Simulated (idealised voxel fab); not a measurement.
A process module follows: voxel quadruple lines.
Each square cell in cross-section cut measures 5 nm, and the section as a whole is 160 nm wide.
How to read a cross-section here: the picture is a grid of square cells, written as bands going from the top down, and any band can span one or more rows of cells.
The band entry comprises the height of the band's top followed by the height of its bottom, expressed in nm, and subsequently the band's materials from left to right, each stated together with its width in nm. Where a single material is marked with the word "throughout", that material fills the band from edge to edge. The word "empty" represents empty space.
Heights are expressed relative to 0, this being the level below which the as-received wafer comprises one material exclusively. The lowest band is unbounded in the downward direction and is denoted as in "0 -> down".
A two-number width, for instance "30 to 40", indicates that the width is equal to the first number in the top row of the band and to the second number in the bottom row, and that it changes by a constant amount per row of cells.
"nothing altered" (step): cross-section cells unchanged, all of them.
The entry titled "Enclosed cavities" provides the empty spaces that have no open way to the top, restricted to those of 8 cells or more. Each is presented as width x height at distance, the distance being measured from the left edge, with all three in nm.
Note: text after step settings on the step line = simulator remark on that step.
overlay nm: for a step with a mask, the amount by which the mask lay right of where it was planned; a negative amount means left of it.
SO HERE'S THE LINEUP OF PROCESS STEPS WE PLANNED
1: RECEIVE: material Si
2: CONFORMAL_DEP: material Al2O3, thk nm 10
3: DIRECTIONAL_DEP: material Ru, thk nm 10
4: DIRECTIONAL_DEP: material polySi, thk nm 20
5: DIRECTIONAL_DEP: material aC, thk nm 25
6: PATTERN: tone cover, mask id MANDREL, material resist, width nm 30, thk nm 30, overlay nm 0
7: DIRECTIONAL_ETCH: etch materials aC, depth nm 25
8: STRIP: etch materials resist
9: CONFORMAL_DEP: material SiO2, thk nm 10
10: DIRECTIONAL_ETCH: etch materials SiO2, depth nm 10
11: STRIP: etch materials aC
12: DIRECTIONAL_ETCH: etch materials polySi, depth nm 20
13: STRIP: etch materials SiO2
14: CONFORMAL_DEP: material SiCN, thk nm 10
15: DIRECTIONAL_ETCH: etch materials SiCN, depth nm 10
16: STRIP: etch materials polySi
17: DIRECTIONAL_ETCH: etch materials Ru, depth nm 5
18: STRIP: etch materials SiCN
19: FILL_DEP: material lowk, thk nm 5
20: CMP: height nm 20
The plan shows the depth nm of step 17 as the first wafer had it; this setting differs between the wafers, which start out alike.
CROSS-SECTIONAL VIEW OF THE FIRST OF SEVERAL WAFERS IN THE AS-RECEIVED CONDITION, CORRESPONDING TO THE STATE FOLLOWING STEP 1
0 -> down | Si throughout
Enclosed cavities: none
TABULATED BELOW, WAFER BY WAFER, ARE THE END-OF-MODULE RESULTS: FOR EACH MATERIAL, THE NUMBER OF CELLS GAINED (+) OR LOST (-) RELATIVE TO THE AS-RECEIVED STATE, FOLLOWED BY THE CLOSED VOIDS
depth nm 5; +64 Al2O3; +40 Ru; +24 lowk; Enclosed cavities: none
depth nm 10; +64 Al2O3; +16 Ru; +48 lowk; Enclosed cavities: none
depth nm 15; +64 Al2O3; +16 Ru; +48 lowk; Enclosed cavities: none
depth nm 20; +64 Al2O3; +16 Ru; +48 lowk; Enclosed cavities: none
depth nm 25; +64 Al2O3; +16 Ru; +48 lowk; Enclosed cavities: none
